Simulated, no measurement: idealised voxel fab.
Process module, titled voxel self aligned contacts
We display cut, a cross-section 270 nm in width whose square cells are each 5 nm.
Just so we're on the same page, the cross-sections are grids of square cells, and they're listed out in bands top to bottom, each band one or more rows deep.
Heads up on the band format: heights come first, top then bottom, in nm. After that it's the materials left to right, each with its width in nm. A single material flagged "throughout" fills the whole band edge to edge, and "air" means there's empty space there.
Where do heights start? At 0: under that level the wafer as delivered is made of one material only. And the lowest band has no floor; it just carries on downward, as in "z 0 and below".
Read "30->40" as a graded width: first number on top, second number at the bottom, same change between each pair of neighbouring rows.
The cross-section has no changed cell in any step marked "remained unchanged".
"Unvented internal voids" means: voids of 8 cells or more that are shut off from the top with no open way through. Written width x height at distance, distance from the left edge, in nm.
Post-settings text on a step line: simulator's own remark regarding the step.
The "overlay nm" setting may appear on a step's line; for a step that uses a mask, it gives how far to the right of its planned position the mask lay, and a negative value indicates the left.
Below is the list of planned process steps:
step 1: RECEIVE: material Si
step 2: CONFORMAL_DEP: material SiO2, thk nm 5
step 3: DIRECTIONAL_DEP: material polySi, thk nm 30
step 4: DIRECTIONAL_DEP: material SiN, thk nm 15
step 5: MASKED_ETCH: tone cover, mask id GATE, width nm 25, pitch nm 55, etch materials SiN, depth nm 15, overlay nm 0
step 6: MASKED_ETCH: tone cover, mask id GATE, width nm 25, pitch nm 55, etch materials polySi, depth nm 30, overlay nm 0
step 7: CONFORMAL_DEP: material SiN, thk nm 5
step 8: DIRECTIONAL_ETCH: etch materials SiN, depth nm 5
step 9: FILL_DEP: material SiO2, thk nm 10
step 10: CMP: height nm 55
step 11: DIRECTIONAL_DEP: material aC, thk nm 15
step 12: PATTERN: tone open, mask id CONTACT, material resist, width nm 40, thk nm 30, overlay nm 0
step 13: DIRECTIONAL_ETCH: etch materials aC, depth nm 15
step 14: STRIP: etch materials resist
step 15: DIRECTIONAL_ETCH: etch materials SiO2, depth nm 55
step 16: STRIP: etch materials aC
step 17: CONFORMAL_DEP: material TiN, thk nm 5
step 18: FILL_DEP: material W, thk nm 10
step 19: CMP: height nm 55
step 20: CONFORMAL_DEP: material SiN, thk nm 5
Cross-section of the incoming wafer, state after step 1:
> z 0 and below = Si throughout
> Unvented internal voids: none
End-of-module cross-section of the first of two wafers, processed as planned:
> z 60 to 55 = SiN throughout
> z 55 to 50 = 115 SiO2; 15 TiN; 10 W; 15 TiN; 115 SiO2
> z 50 to 35 = 90 SiO2; 35 SiN; 5 TiN; 10 W; 5 TiN; 35 SiN; 90 SiO2
> z 35 to 5 = 90 SiO2; 5 SiN; 25 polySi; 5 SiN; 5 TiN; 10 W; 5 TiN; 5 SiN; 25 polySi; 5 SiN; 90 SiO2
> z 5 to 0 = 125 SiO2; 20 TiN; 125 SiO2
> z 0 and below = Si throughout
> Unvented internal voids: none
Cross-section at end of module for the second wafer of two, which matched the first in starting point and plan and differed by one mistake in its processing:
> z 60 to 55 = SiN throughout
> z 55 to 50 = 115 SiO2; 40 TiN; 115 SiO2
> z 50 to 35 = 85 SiO2; 45 SiN; 10 TiN; 45 SiN; 85 SiO2
> z 35 to 5 = 85 SiO2; 5 SiN; 35 polySi; 5 SiN; 10 TiN; 5 SiN; 35 polySi; 5 SiN; 85 SiO2
> z 5 to 0 = 130 SiO2; 10 TiN; 130 SiO2
> z 0 and below = Si throughout
> Unvented internal voids: none
Here's what went sideways: off-plan run, step 5, actual operation and settings MASKED_ETCH: tone cover, mask id GATE, width nm 35, pitch nm 55, etch materials SiN, depth nm 15, overlay nm 0
Final tally in cells, some materials are higher or lower on the second wafer than on the first: SiN: 12 more, SiO2: 16 fewer, W: 20 fewer, polySi: 24 more
